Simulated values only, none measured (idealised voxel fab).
process module | voxel tone inversion
cross-section cut | 145 nm wide | cells 5 nm
A cross-section is a grid of square cells, given in bands from the top down. A band is one or more rows of cells.
Each band's line starts with the height of the band's top and of its bottom, in nm. Then come its materials from left to right, each with its width in nm. One material with "throughout" fills the band from edge to edge. "air" is empty space.
Height 0 is the level under which the wafer as received is all one material. The lowest band goes on downwards, as in "0 down".
A width such as "30 to 40" changes by the same amount from each row of cells to the next, from the band's top row to its bottom row.
"no change" after a step means that no cell of the cross-section changed.
closed voids: empty space of 8 cells or more with no open way to the top, each as width x height at its distance from the left edge, in nm
after a step's settings: what the simulator itself notes on the step
overlay nm, on a step with a mask: how far to the right of its planned place the mask lay; to the left if negative
plan
1 op RECEIVE | material Si
2 op CONFORMAL_DEP | material SiCN | thk nm 10
3 op DIRECTIONAL_DEP | material polySi | thk nm 15
4 op PATTERN | tone cover | mask id POSTS | material resist | width nm 20 | pitch nm 40 | thk nm 25 | overlay nm 0
5 op DIRECTIONAL_ETCH | etch materials polySi | depth nm 15
6 op STRIP | etch materials resist
7 op FILL_DEP | material lowk | thk nm 5
8 op CMP | height nm 25
9 op STRIP | etch materials polySi
10 op CONFORMAL_DEP | material TiN | thk nm 5
11 op FILL_DEP | material Cu | thk nm 10
12 op CMP | height nm 25
13 op CONFORMAL_DEP | material SiN | thk nm 5
as received, after step 1
  0 down: Si throughout
  closed voids: none
first wafer at the end, as planned
  30 to 25: SiN throughout
  25 to 15: lowk 20 | TiN 5 | Cu 10 | TiN 5 | lowk 20 | TiN 5 | Cu 10 | TiN 5 | lowk 20 | TiN 5 | Cu 10 | TiN 5 | lowk 25
  15 to 10: lowk 20 | TiN 20 | lowk 20 | TiN 20 | lowk 20 | TiN 20 | lowk 25
  10 to 0: SiCN throughout
  0 down: Si throughout
  closed voids: none
second wafer at the end: like start, like plan, one mistake
  30 to 25: SiN throughout
  25 to 15: lowk 25 | TiN 5 | Cu 5 | TiN 5 | lowk 25 | TiN 5 | Cu 5 | TiN 5 | lowk 25 | TiN 5 | Cu 5 | TiN 5 | lowk 25
  15 to 10: lowk 25 | TiN 15 | lowk 25 | TiN 15 | lowk 25 | TiN 15 | lowk 25
  10 to 0: SiCN throughout
  0 down: Si throughout
  closed voids: none
what went wrong: step 4 ran as: op PATTERN | tone cover | mask id POSTS | material resist | width nm 15 | pitch nm 40 | thk nm 25 | overlay nm 0
at the end the second wafer has, in cells: 6 fewer of Cu | 3 fewer of TiN | 9 more of lowk
